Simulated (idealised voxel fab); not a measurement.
You're looking at the process module voxel gate over fins.
Displayed cross-section: cut, width of 195 nm, square cells sized 5 nm.
How to read a cross-section here: the picture is a grid of square cells, written as bands going from the top down, and any band can span one or more rows of cells.
Band: top height; bottom height; in nm. Then, left to right: material with width in nm, for each material. "everywhere": a single material spanning edge to edge. "empty": empty space.
Zero point of the height axis is 0; under it, received wafer = one material. Lowest band: continues down indefinitely, "0 and below".
When a width is written as two numbers, as in "30 to 40", the first number is the width in the top row of cells of the band and the second is the width in its bottom row, and the width changes by the same amount from each row to the next.
Any step labelled "everything unchanged" changed none of the cells in the cross-section.
The entry titled "closed voids" provides the empty spaces that have no open way to the top, restricted to those of 8 cells or more. Each is presented as width x height at distance, the distance being measured from the left edge, with all three in nm.
Past the settings on a step's line: simulator remark, on that step.
"overlay nm" denotes, for a step that has a mask, the displacement of the mask to the right of its planned place, with negative values corresponding to the left.

Steps in the process plan
1) RECEIVE, material Si
2) CONFORMAL_DEP, material SiN, thk nm 5
3) DIRECTIONAL_DEP, material aC, thk nm 15
4) PATTERN, tone cover, mask id FINS, material resist, width nm 15, pitch nm 60, thk nm 30, overlay nm 0
5) DIRECTIONAL_ETCH, etch materials aC, depth nm 15
6) STRIP, etch materials resist
7) DIRECTIONAL_ETCH, etch materials SiN, depth nm 5
8) DIRECTIONAL_ETCH, etch materials Si, depth nm 30
9) STRIP, etch materials aC
10) FILL_DEP, material SiO2, thk nm 10
11) CMP, height nm 5
12) MASKED_ETCH, tone open, mask id RAIL, width nm 15, etch materials SiO2, depth nm 30, overlay nm 0
13) CONFORMAL_DEP, material TiN, thk nm 5
14) FILL_DEP, material W, thk nm 5
15) CMP, height nm 5
16) SELECTIVE_ETCH, etch materials W Ru TiN, depth nm 20
17) FILL_DEP, material SiO2, thk nm 5
18) CMP, height nm 5
19) SELECTIVE_ETCH, etch materials SiO2, depth nm 15
20) STRIP, etch materials SiN
21) CONFORMAL_DEP, material HfO2, thk nm 5
22) CONFORMAL_DEP, material TiN, thk nm 5
23) CONFORMAL_DEP, material TiAl, thk nm 5
24) CONFORMAL_DEP, material TiN, thk nm 5
25) FILL_DEP, material W, thk nm 15
26) CMP, height nm 30
27) CONFORMAL_DEP, material SiCN, thk nm 10

First out of two wafers; run went to plan

Cross-section of the wafer at receipt, which is the condition after step 1
* 0 and below | Si everywhere
* closed voids: none

after step 2
* 5 down to 0 | SiN everywhere
* At heights below 0, the structure remains unaltered.

after step 3
* 20 down to 5 | aC everywhere
* At heights below 5, the structure remains unaltered.

after step 4
* 50 down to 20 | 30 empty / 15 resist / 45 empty / 15 resist / 45 empty / 15 resist / 30 empty
* At heights below 20, the structure remains unaltered.

after step 5
* 35 down to 20 | 30 empty / 15 resist / 45 empty / 15 resist / 45 empty / 15 resist / 30 empty
* 20 down to 5 | 30 empty / 15 aC / 45 empty / 15 aC / 45 empty / 15 aC / 30 empty
* At heights below 5, the structure remains unaltered.

after step 6
* 20 down to 5 | 30 empty / 15 aC / 45 empty / 15 aC / 45 empty / 15 aC / 30 empty
* At heights below 5, the structure remains unaltered.

after step 7
* 20 down to 5 | 30 empty / 15 aC / 45 empty / 15 aC / 45 empty / 15 aC / 30 empty
* 5 down to 0 | 30 empty / 15 SiN / 45 empty / 15 SiN / 45 empty / 15 SiN / 30 empty
* At heights below 0, the structure remains unaltered.

after step 8
* 20 down to 5 | 30 empty / 15 aC / 45 empty / 15 aC / 45 empty / 15 aC / 30 empty
* 5 down to 0 | 30 empty / 15 SiN / 45 empty / 15 SiN / 45 empty / 15 SiN / 30 empty
* 0 down to -30 | 30 empty / 15 Si / 45 empty / 15 Si / 45 empty / 15 Si / 30 empty
* At heights below -30, the structure remains unaltered.

after step 9
* 5 down to 0 | 30 empty / 15 SiN / 45 empty / 15 SiN / 45 empty / 15 SiN / 30 empty
* At heights below 0, the structure remains unaltered.

after step 10
* 15 down to 5 | SiO2 everywhere
* 5 down to 0 | 30 SiO2 / 15 SiN / 45 SiO2 / 15 SiN / 45 SiO2 / 15 SiN / 30 SiO2
* 0 down to -30 | 30 SiO2 / 15 Si / 45 SiO2 / 15 Si / 45 SiO2 / 15 Si / 30 SiO2
* At heights below -30, the structure remains unaltered.

after step 11
* 5 down to 0 | 30 SiO2 / 15 SiN / 45 SiO2 / 15 SiN / 45 SiO2 / 15 SiN / 30 SiO2
* At heights below 0, the structure remains unaltered.

after step 12
* 5 down to 0 | 30 SiO2 / 15 SiN / 15 SiO2 / 15 empty / 15 SiO2 / 15 SiN / 45 SiO2 / 15 SiN / 30 SiO2
* 0 down to -25 | 30 SiO2 / 15 Si / 15 SiO2 / 15 empty / 15 SiO2 / 15 Si / 45 SiO2 / 15 Si / 30 SiO2
* At heights below -25, the structure remains unaltered.

after step 13
* 10 down to 5 | 65 TiN / 5 empty / 125 TiN
* 5 down to 0 | 30 SiO2 / 15 SiN / 15 SiO2 / 5 TiN / 5 empty / 5 TiN / 15 SiO2 / 15 SiN / 45 SiO2 / 15 SiN / 30 SiO2
* 0 down to -20 | 30 SiO2 / 15 Si / 15 SiO2 / 5 TiN / 5 empty / 5 TiN / 15 SiO2 / 15 Si / 45 SiO2 / 15 Si / 30 SiO2
* -20 down to -25 | 30 SiO2 / 15 Si / 15 SiO2 / 15 TiN / 15 SiO2 / 15 Si / 45 SiO2 / 15 Si / 30 SiO2
* At heights below -25, the structure remains unaltered.

after step 14
* 15 down to 10 | W everywhere
* 10 down to 5 | 65 TiN / 5 W / 125 TiN
* 5 down to 0 | 30 SiO2 / 15 SiN / 15 SiO2 / 5 TiN / 5 W / 5 TiN / 15 SiO2 / 15 SiN / 45 SiO2 / 15 SiN / 30 SiO2
* 0 down to -20 | 30 SiO2 / 15 Si / 15 SiO2 / 5 TiN / 5 W / 5 TiN / 15 SiO2 / 15 Si / 45 SiO2 / 15 Si / 30 SiO2
* At heights below -20, the structure remains unaltered.

after step 15
* 5 down to 0 | 30 SiO2 / 15 SiN / 15 SiO2 / 5 TiN / 5 W / 5 TiN / 15 SiO2 / 15 SiN / 45 SiO2 / 15 SiN / 30 SiO2
* At heights below 0, the structure remains unaltered.

after step 16
* 5 down to 0 | 30 SiO2 / 15 SiN / 15 SiO2 / 15 empty / 15 SiO2 / 15 SiN / 45 SiO2 / 15 SiN / 30 SiO2
* 0 down to -15 | 30 SiO2 / 15 Si / 15 SiO2 / 15 empty / 15 SiO2 / 15 Si / 45 SiO2 / 15 Si / 30 SiO2
* At heights below -15, the structure remains unaltered.

after step 17
* 10 down to 5 | SiO2 everywhere
* 5 down to 0 | 30 SiO2 / 15 SiN / 45 SiO2 / 15 SiN / 45 SiO2 / 15 SiN / 30 SiO2
* 0 down to -15 | 30 SiO2 / 15 Si / 45 SiO2 / 15 Si / 45 SiO2 / 15 Si / 30 SiO2
* At heights below -15, the structure remains unaltered.

after step 18
* 5 down to 0 | 30 SiO2 / 15 SiN / 45 SiO2 / 15 SiN / 45 SiO2 / 15 SiN / 30 SiO2
* At heights below 0, the structure remains unaltered.

after step 19
* 5 down to 0 | 30 empty / 15 SiN / 45 empty / 15 SiN / 45 empty / 15 SiN / 30 empty
* 0 down to -10 | 30 empty / 15 Si / 45 empty / 15 Si / 45 empty / 15 Si / 30 empty
* At heights below -10, the structure remains unaltered.

after step 20
* 0 down to -10 | 30 empty / 15 Si / 45 empty / 15 Si / 45 empty / 15 Si / 30 empty
* At heights below -10, the structure remains unaltered.

after step 21
* 5 down to 0 | 25 empty / 25 HfO2 / 35 empty / 25 HfO2 / 35 empty / 25 HfO2 / 25 empty
* 0 down to -5 | 25 empty / 5 HfO2 / 15 Si / 5 HfO2 / 35 empty / 5 HfO2 / 15 Si / 5 HfO2 / 35 empty / 5 HfO2 / 15 Si / 5 HfO2 / 25 empty
* -5 down to -10 | 30 HfO2 / 15 Si / 45 HfO2 / 15 Si / 45 HfO2 / 15 Si / 30 HfO2
* At heights below -10, the structure remains unaltered.

after step 22
* 10 down to 5 | 20 empty / 35 TiN / 25 empty / 35 TiN / 25 empty / 35 TiN / 20 empty
* 5 down to 0 | 20 empty / 5 TiN / 25 HfO2 / 5 TiN / 25 empty / 5 TiN / 25 HfO2 / 5 TiN / 25 empty / 5 TiN / 25 HfO2 / 5 TiN / 20 empty
* 0 down to -5 | 25 TiN / 5 HfO2 / 15 Si / 5 HfO2 / 35 TiN / 5 HfO2 / 15 Si / 5 HfO2 / 35 TiN / 5 HfO2 / 15 Si / 5 HfO2 / 25 TiN
* At heights below -5, the structure remains unaltered.

after step 23
* 15 down to 10 | 15 empty / 45 TiAl / 15 empty / 45 TiAl / 15 empty / 45 TiAl / 15 empty
* 10 down to 5 | 15 empty / 5 TiAl / 35 TiN / 5 TiAl / 15 empty / 5 TiAl / 35 TiN / 5 TiAl / 15 empty / 5 TiAl / 35 TiN / 5 TiAl / 15 empty
* 5 down to 0 | 20 TiAl / 5 TiN / 25 HfO2 / 5 TiN / 25 TiAl / 5 TiN / 25 HfO2 / 5 TiN / 25 TiAl / 5 TiN / 25 HfO2 / 5 TiN / 20 TiAl
* At heights below 0, the structure remains unaltered.

after step 24
* 20 down to 15 | 10 empty / 55 TiN / 5 empty / 55 TiN / 5 empty / 55 TiN / 10 empty
* 15 down to 10 | 10 empty / 5 TiN / 45 TiAl / 5 TiN / 5 empty / 5 TiN / 45 TiAl / 5 TiN / 5 empty / 5 TiN / 45 TiAl / 5 TiN / 10 empty
* 10 down to 5 | 15 TiN / 5 TiAl / 35 TiN / 5 TiAl / 15 TiN / 5 TiAl / 35 TiN / 5 TiAl / 15 TiN / 5 TiAl / 35 TiN / 5 TiAl / 15 TiN
* At heights below 5, the structure remains unaltered.

after step 25
* 35 down to 20 | W everywhere
* 20 down to 15 | 10 W / 55 TiN / 5 W / 55 TiN / 5 W / 55 TiN / 10 W
* 15 down to 10 | 10 W / 5 TiN / 45 TiAl / 5 TiN / 5 W / 5 TiN / 45 TiAl / 5 TiN / 5 W / 5 TiN / 45 TiAl / 5 TiN / 10 W
* At heights below 10, the structure remains unaltered.

after step 26
* 30 down to 20 | W everywhere
* At heights below 20, the structure remains unaltered.

after step 27
* 40 down to 30 | SiCN everywhere
* At heights below 30, the structure remains unaltered.

Second wafer. Start and plan as for the first. One mistake made in running. Agrees with the first up to and including step 7

Second wafer shown in cross-section at the time step 8 was slated to end
* 20 down to 5 | 30 empty / 15 aC / 45 empty / 15 aC / 45 empty / 15 aC / 30 empty
* 5 down to 0 | 30 empty / 15 SiN / 45 empty / 15 SiN / 45 empty / 15 SiN / 30 empty
* 0 down to -20 | 30 empty / 15 Si / 45 empty / 15 Si / 45 empty / 15 Si / 30 empty
* At heights below -20, the structure remains unaltered.

Second wafer shown in cross-section at the time step 9 was slated to end
* 5 down to 0 | 30 empty / 15 SiN / 45 empty / 15 SiN / 45 empty / 15 SiN / 30 empty
* At heights below 0, the structure remains unaltered.

Second wafer shown in cross-section at the time step 10 was slated to end
* 15 down to 5 | SiO2 everywhere
* 5 down to 0 | 30 SiO2 / 15 SiN / 45 SiO2 / 15 SiN / 45 SiO2 / 15 SiN / 30 SiO2
* 0 down to -20 | 30 SiO2 / 15 Si / 45 SiO2 / 15 Si / 45 SiO2 / 15 Si / 30 SiO2
* At heights below -20, the structure remains unaltered.

Second wafer shown in cross-section at the time step 11 was slated to end
* 5 down to 0 | 30 SiO2 / 15 SiN / 45 SiO2 / 15 SiN / 45 SiO2 / 15 SiN / 30 SiO2
* At heights below 0, the structure remains unaltered.

Second wafer shown in cross-section at the time step 12 was slated to end
* 5 down to 0 | 30 SiO2 / 15 SiN / 15 SiO2 / 15 empty / 15 SiO2 / 15 SiN / 45 SiO2 / 15 SiN / 30 SiO2
* 0 down to -20 | 30 SiO2 / 15 Si / 15 SiO2 / 15 empty / 15 SiO2 / 15 Si / 45 SiO2 / 15 Si / 30 SiO2
* At heights below -20, the structure remains unaltered.

Second wafer shown in cross-section at the time step 13 was slated to end
* 10 down to 5 | 65 TiN / 5 empty / 125 TiN
* 5 down to 0 | 30 SiO2 / 15 SiN / 15 SiO2 / 5 TiN / 5 empty / 5 TiN / 15 SiO2 / 15 SiN / 45 SiO2 / 15 SiN / 30 SiO2
* 0 down to -15 | 30 SiO2 / 15 Si / 15 SiO2 / 5 TiN / 5 empty / 5 TiN / 15 SiO2 / 15 Si / 45 SiO2 / 15 Si / 30 SiO2
* -15 down to -20 | 30 SiO2 / 15 Si / 15 SiO2 / 15 TiN / 15 SiO2 / 15 Si / 45 SiO2 / 15 Si / 30 SiO2
* At heights below -20, the structure remains unaltered.

Second wafer shown in cross-section at the time step 14 was slated to end
* 15 down to 10 | W everywhere
* 10 down to 5 | 65 TiN / 5 W / 125 TiN
* 5 down to 0 | 30 SiO2 / 15 SiN / 15 SiO2 / 5 TiN / 5 W / 5 TiN / 15 SiO2 / 15 SiN / 45 SiO2 / 15 SiN / 30 SiO2
* 0 down to -15 | 30 SiO2 / 15 Si / 15 SiO2 / 5 TiN / 5 W / 5 TiN / 15 SiO2 / 15 Si / 45 SiO2 / 15 Si / 30 SiO2
* At heights below -15, the structure remains unaltered.

Second wafer shown in cross-section at the time step 15 was slated to end
* 5 down to 0 | 30 SiO2 / 15 SiN / 15 SiO2 / 5 TiN / 5 W / 5 TiN / 15 SiO2 / 15 SiN / 45 SiO2 / 15 SiN / 30 SiO2
* At heights below 0, the structure remains unaltered.

Second wafer shown in cross-section at the time step 16 was slated to end
* 5 down to 0 | 30 SiO2 / 15 SiN / 15 SiO2 / 15 empty / 15 SiO2 / 15 SiN / 45 SiO2 / 15 SiN / 30 SiO2
* 0 down to -15 | 30 SiO2 / 15 Si / 15 SiO2 / 15 empty / 15 SiO2 / 15 Si / 45 SiO2 / 15 Si / 30 SiO2
* At heights below -15, the structure remains unaltered.

Second wafer shown in cross-section at the time step 17 was slated to end
* 10 down to 5 | SiO2 everywhere
* 5 down to 0 | 30 SiO2 / 15 SiN / 45 SiO2 / 15 SiN / 45 SiO2 / 15 SiN / 30 SiO2
* 0 down to -15 | 30 SiO2 / 15 Si / 45 SiO2 / 15 Si / 45 SiO2 / 15 Si / 30 SiO2
* At heights below -15, the structure remains unaltered.

Second wafer shown in cross-section at the time step 18 was slated to end
* 5 down to 0 | 30 SiO2 / 15 SiN / 45 SiO2 / 15 SiN / 45 SiO2 / 15 SiN / 30 SiO2
* At heights below 0, the structure remains unaltered.

Second wafer shown in cross-section at the time step 19 was slated to end
* 5 down to 0 | 30 empty / 15 SiN / 45 empty / 15 SiN / 45 empty / 15 SiN / 30 empty
* 0 down to -10 | 30 empty / 15 Si / 45 empty / 15 Si / 45 empty / 15 Si / 30 empty
* At heights below -10, the structure remains unaltered.

Second wafer shown in cross-section at the time step 20 was slated to end
* 0 down to -10 | 30 empty / 15 Si / 45 empty / 15 Si / 45 empty / 15 Si / 30 empty
* At heights below -10, the structure remains unaltered.

Second wafer shown in cross-section at the time step 21 was slated to end
* 5 down to 0 | 25 empty / 25 HfO2 / 35 empty / 25 HfO2 / 35 empty / 25 HfO2 / 25 empty
* 0 down to -5 | 25 empty / 5 HfO2 / 15 Si / 5 HfO2 / 35 empty / 5 HfO2 / 15 Si / 5 HfO2 / 35 empty / 5 HfO2 / 15 Si / 5 HfO2 / 25 empty
* -5 down to -10 | 30 HfO2 / 15 Si / 45 HfO2 / 15 Si / 45 HfO2 / 15 Si / 30 HfO2
* At heights below -10, the structure remains unaltered.

Second wafer shown in cross-section at the time step 22 was slated to end
* 10 down to 5 | 20 empty / 35 TiN / 25 empty / 35 TiN / 25 empty / 35 TiN / 20 empty
* 5 down to 0 | 20 empty / 5 TiN / 25 HfO2 / 5 TiN / 25 empty / 5 TiN / 25 HfO2 / 5 TiN / 25 empty / 5 TiN / 25 HfO2 / 5 TiN / 20 empty
* 0 down to -5 | 25 TiN / 5 HfO2 / 15 Si / 5 HfO2 / 35 TiN / 5 HfO2 / 15 Si / 5 HfO2 / 35 TiN / 5 HfO2 / 15 Si / 5 HfO2 / 25 TiN
* At heights below -5, the structure remains unaltered.

Second wafer shown in cross-section at the time step 23 was slated to end
* 15 down to 10 | 15 empty / 45 TiAl / 15 empty / 45 TiAl / 15 empty / 45 TiAl / 15 empty
* 10 down to 5 | 15 empty / 5 TiAl / 35 TiN / 5 TiAl / 15 empty / 5 TiAl / 35 TiN / 5 TiAl / 15 empty / 5 TiAl / 35 TiN / 5 TiAl / 15 empty
* 5 down to 0 | 20 TiAl / 5 TiN / 25 HfO2 / 5 TiN / 25 TiAl / 5 TiN / 25 HfO2 / 5 TiN / 25 TiAl / 5 TiN / 25 HfO2 / 5 TiN / 20 TiAl
* At heights below 0, the structure remains unaltered.

Second wafer shown in cross-section at the time step 24 was slated to end
* 20 down to 15 | 10 empty / 55 TiN / 5 empty / 55 TiN / 5 empty / 55 TiN / 10 empty
* 15 down to 10 | 10 empty / 5 TiN / 45 TiAl / 5 TiN / 5 empty / 5 TiN / 45 TiAl / 5 TiN / 5 empty / 5 TiN / 45 TiAl / 5 TiN / 10 empty
* 10 down to 5 | 15 TiN / 5 TiAl / 35 TiN / 5 TiAl / 15 TiN / 5 TiAl / 35 TiN / 5 TiAl / 15 TiN / 5 TiAl / 35 TiN / 5 TiAl / 15 TiN
* At heights below 5, the structure remains unaltered.

Second wafer shown in cross-section at the time step 25 was slated to end
* 35 down to 20 | W everywhere
* 20 down to 15 | 10 W / 55 TiN / 5 W / 55 TiN / 5 W / 55 TiN / 10 W
* 15 down to 10 | 10 W / 5 TiN / 45 TiAl / 5 TiN / 5 W / 5 TiN / 45 TiAl / 5 TiN / 5 W / 5 TiN / 45 TiAl / 5 TiN / 10 W
* At heights below 10, the structure remains unaltered.

Second wafer shown in cross-section at the time step 26 was slated to end
* 30 down to 20 | W everywhere
* At heights below 20, the structure remains unaltered.

Second wafer shown in cross-section at the time step 27 was slated to end
* 40 down to 30 | SiCN everywhere
* At heights below 30, the structure remains unaltered.
What broke from the plan during processing? step 8 ran differently from the plan; actual operation with settings: DIRECTIONAL_ETCH, etch materials Si, depth nm 20
Final tally in cells, some materials are higher or lower on the second wafer than on the first: Si: 60 more; SiO2: 57 fewer; TiN: 2 fewer; W: 1 fewer
